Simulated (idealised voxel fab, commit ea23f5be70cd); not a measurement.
Title: Process Module voxel transistor to metal
Square cell edge 5 nm, section width 195 nm, ID cut.
A cross-section is a grid of square cells, given in bands from the top down. A band is one or more rows of cells. The entry gives the band's vertical extent as a top height and a bottom height in nm, then its horizontal make-up as materials from left to right, each with a width in nm. "empty" stands for empty space; a single material marked "all across" fills the band edge to edge. Where do heights start? At 0: under that level the wafer as delivered is made of one material only. And the lowest band has no floor; it just carries on downward, as in "0 down". So if you see something like "30..40" for the width, read it as the top row of the band sitting at the first number and the bottom row at the second, with every row in between moving by the same amount as the last. Key: "identical to before" - step with no changed cell in the cross-section. Entry "Closed void listing". Content: empty spaces with no open connection to the top, size 8 cells or greater. Each: width x height at distance. Distance: from left edge. Unit: nm. Note: text after step settings on the step line = simulator remark on that step. overlay nm: for a step with a mask, the amount by which the mask lay right of where it was planned; a negative amount means left of it.
# Listed below are the process steps as planned
1) RECEIVE with material Si
2) CONFORMAL_DEP with material SiO2, thk nm 5
3) CONFORMAL_DEP with material SiN, thk nm 10
4) DIRECTIONAL_DEP with material aC, thk nm 10
5) PATTERN with tone cover, mask id ACTIVE, material resist, width nm 115, thk nm 25, overlay nm 0
6) DIRECTIONAL_ETCH with etch materials aC, depth nm 10
7) STRIP with etch materials resist
8) DIRECTIONAL_ETCH with etch materials SiN, depth nm 10
9) DIRECTIONAL_ETCH with etch materials SiO2, depth nm 5
10) DIRECTIONAL_ETCH with etch materials Si, depth nm 25
11) STRIP with etch materials aC
12) FILL_DEP with material SiO2, thk nm 5
13) CMP with height nm 15
14) SELECTIVE_ETCH with etch materials SiO2, depth nm 10
15) STRIP with etch materials SiN
16) SELECTIVE_ETCH with etch materials SiO2, depth nm 5
17) OXIDIZE with depth nm 5
18) DIRECTIONAL_DEP with material polySi, thk nm 25
19) DIRECTIONAL_DEP with material SiCN, thk nm 15
20) MASKED_ETCH with tone cover, mask id GATE, width nm 25, etch materials SiCN, depth nm 25, overlay nm 0
21) MASKED_ETCH with tone cover, mask id GATE, width nm 25, etch materials polySi, depth nm 35, overlay nm 0
22) CONFORMAL_DEP with material SiO2, thk nm 5
23) DIRECTIONAL_ETCH with etch materials SiO2, depth nm 5
24) CONFORMAL_DEP with material SiN, thk nm 10
25) DIRECTIONAL_ETCH with etch materials SiN, depth nm 10
26) DIRECTIONAL_ETCH with etch materials SiO2, depth nm 5
27) DIRECTIONAL_ETCH with etch materials Si, depth nm 5
28) EPI with material SiGe, thk nm 10
29) FILL_DEP with material SiO2, thk nm 5
30) CMP with height nm 25
31) STRIP with etch materials polySi
32) SELECTIVE_ETCH with etch materials SiO2, depth nm 5
33) CONFORMAL_DEP with material HfO2, thk nm 5
34) CONFORMAL_DEP with material TiN, thk nm 5
35) FILL_DEP with material W, thk nm 5
36) CMP with height nm 20
37) DIRECTIONAL_DEP with material SiO2, thk nm 10
38) MASKED_ETCH with tone open, mask id CONTACT, width nm 20, pitch nm 75, etch materials SiO2, depth nm 30, overlay nm 0
39) CONFORMAL_DEP with material TiN, thk nm 5
40) FILL_DEP with material W, thk nm 5
41) CMP with height nm 30
42) CONFORMAL_DEP with material SiCN, thk nm 5
43) DIRECTIONAL_DEP with material SiO2, thk nm 15
44) DIRECTIONAL_DEP with material aC, thk nm 15
45) PATTERN with tone open, mask id METAL_1, material resist, width nm 20, pitch nm 75, thk nm 30, overlay nm 0
46) DIRECTIONAL_ETCH with etch materials aC, depth nm 15
47) STRIP with etch materials resist
48) DIRECTIONAL_ETCH with etch materials SiO2, depth nm 15
49) DIRECTIONAL_ETCH with etch materials SiCN, depth nm 5
50) STRIP with etch materials aC
51) CONFORMAL_DEP with material TiN, thk nm 5
52) FILL_DEP with material Ru, thk nm 5
53) CMP with height nm 50
54) CONFORMAL_DEP with material SiN, thk nm 5
# This is the cross-section of the wafer as we received it, i.e. after step 1
	0 down | Si all across
	Closed void listing: none
# The first of the two wafers as seen in cross-section once the module was finished; processing followed the plan
	55 to 50 | SiN all across
	50 to 35 | SiO2 (50) | TiN (5) | Ru (10) | TiN (5) | SiO2 (55) | TiN (5) | Ru (10) | TiN (5) | SiO2 (50)
	35 to 30 | SiCN (50) | TiN (20) | SiCN (55) | TiN (20) | SiCN (50)
	30 to 20 | SiO2 (50) | TiN (5) | W (10) | TiN (5) | SiO2 (55) | TiN (5) | W (10) | TiN (5) | SiO2 (50)
	20 to 10 | SiO2 (50) | TiN (5) | W (10) | TiN (5) | SiN (10) | HfO2 (5) | TiN (5) | W (15) | TiN (5) | HfO2 (5) | SiN (10) | TiN (5) | W (10) | TiN (5) | SiO2 (50)
	10 to 5 | SiO2 (50) | TiN (20) | SiN (10) | HfO2 (5) | TiN (5) | W (15) | TiN (5) | HfO2 (5) | SiN (10) | TiN (20) | SiO2 (50)
	5 to 0 | SiO2 (50) | TiN (10) | SiGe (10) | SiN (10) | HfO2 (5) | TiN (25) | HfO2 (5) | SiN (10) | SiGe (10) | TiN (10) | SiO2 (50)
	0 to -5 | SiO2 (35) | SiGe (35) | SiO2 (10) | HfO2 (35) | SiO2 (10) | SiGe (35) | SiO2 (35)
	-5 to -10 | SiO2 (40) | SiGe (30) | Si (55) | SiGe (30) | SiO2 (40)
	-10 to -25 | SiO2 (40) | Si (115) | SiO2 (40)
	-25 down | Si all across
	Closed void listing: none
# Second wafer through the module, sectioned at the end: same beginning and same plan as the first wafer, with one mistake in carrying it out
	55 to 50 | SiN all across
	50 to 35 | SiO2 (50) | TiN (5) | Ru (10) | TiN (5) | SiO2 (55) | TiN (5) | Ru (10) | TiN (5) | SiO2 (50)
	35 to 30 | SiCN (50) | TiN (5) | Ru (10) | TiN (5) | SiCN (55) | TiN (5) | Ru (10) | TiN (5) | SiCN (50)
	30 to 20 | SiO2 (50) | TiN (5) | Ru (10) | TiN (5) | SiO2 (55) | TiN (5) | Ru (10) | TiN (5) | SiO2 (50)
	20 to 10 | SiO2 (50) | TiN (5) | Ru (10) | TiN (5) | SiN (10) | HfO2 (5) | TiN (5) | W (15) | TiN (5) | HfO2 (5) | SiN (10) | TiN (5) | Ru (10) | TiN (5) | SiO2 (50)
	10 to 5 | SiO2 (50) | TiN (20) | SiN (10) | HfO2 (5) | TiN (5) | W (15) | TiN (5) | HfO2 (5) | SiN (10) | TiN (20) | SiO2 (50)
	5 to 0 | SiO2 (50) | TiN (10) | SiGe (10) | SiN (10) | HfO2 (5) | TiN (25) | HfO2 (5) | SiN (10) | SiGe (10) | TiN (10) | SiO2 (50)
	0 to -5 | SiO2 (35) | SiGe (35) | SiO2 (10) | HfO2 (35) | SiO2 (10) | SiGe (35) | SiO2 (35)
	-5 to -10 | SiO2 (40) | SiGe (30) | Si (55) | SiGe (30) | SiO2 (40)
	-10 to -25 | SiO2 (40) | Si (115) | SiO2 (40)
	-25 down | Si all across
	Closed void listing: none
In executing the process, a mistake was made relative to the plan: off-plan run, step 50, actual operation and settings STRIP with etch materials TiN
End check, counted in cells, second wafer has more or fewer of these materials than the first: +20 Ru; -4 TiN; -16 W
